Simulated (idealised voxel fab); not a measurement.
process module | voxel plated lines
cross-section cut | 290 nm wide | cells 5 nm
A cross-section is a grid of square cells, given in bands from the top down. A band is one or more rows of cells.
Each band's line starts with the height of the band's top and of its bottom, in nm. Then come its materials from left to right, each with its width in nm. One material with "throughout" fills the band from edge to edge. "air" is empty space.
Height 0 is the level under which the wafer as received is all one material. The lowest band goes on downwards, as in "0 down".
A width such as "30 to 40" changes by the same amount from each row of cells to the next, from the band's top row to its bottom row.
"no change" after a step means that no cell of the cross-section changed.
closed voids: empty space of 8 cells or more with no open way to the top, each as width x height at its distance from the left edge, in nm
after a step's settings: what the simulator itself notes on the step
overlay nm, on a step with a mask: how far to the right of its planned place the mask lay; to the left if negative
plan
1 op RECEIVE | material Si
2 op CONFORMAL_DEP | material Al2O3 | thk nm 10
3 op DIRECTIONAL_DEP | material TiN | thk nm 5
4 op PATTERN | tone open | mask id LINES | material resist | width nm 30 | pitch nm 60 | thk nm 40 | overlay nm 0
5 op EPI | material Ru | thk nm 5
6 op EPI | material Ru | thk nm 5
7 op EPI | material Ru | thk nm 5
8 op STRIP | etch materials resist
9 op DIRECTIONAL_ETCH | etch materials TiN | depth nm 5
10 op CONFORMAL_DEP | material SiO2 | thk nm 5
varied across the wafers: thk nm of step 10. The plan shows the first wafer's value. All wafers start alike
first wafer as received, after step 1
  0 down: Si throughout
  closed voids: none
each wafer at the end: cells of each material gained (+) or lost (-) since it was received, then its closed voids
thk nm 5 | +116 Al2O3 | +36 Ru | +74 SiO2 | +12 TiN | closed voids: none
thk nm 10 | +116 Al2O3 | +36 Ru | +148 SiO2 | +12 TiN | closed voids: none
thk nm 15 | +116 Al2O3 | +36 Ru | +222 SiO2 | +12 TiN | closed voids: none
thk nm 20 | +116 Al2O3 | +36 Ru | +288 SiO2 | +12 TiN | closed voids: none
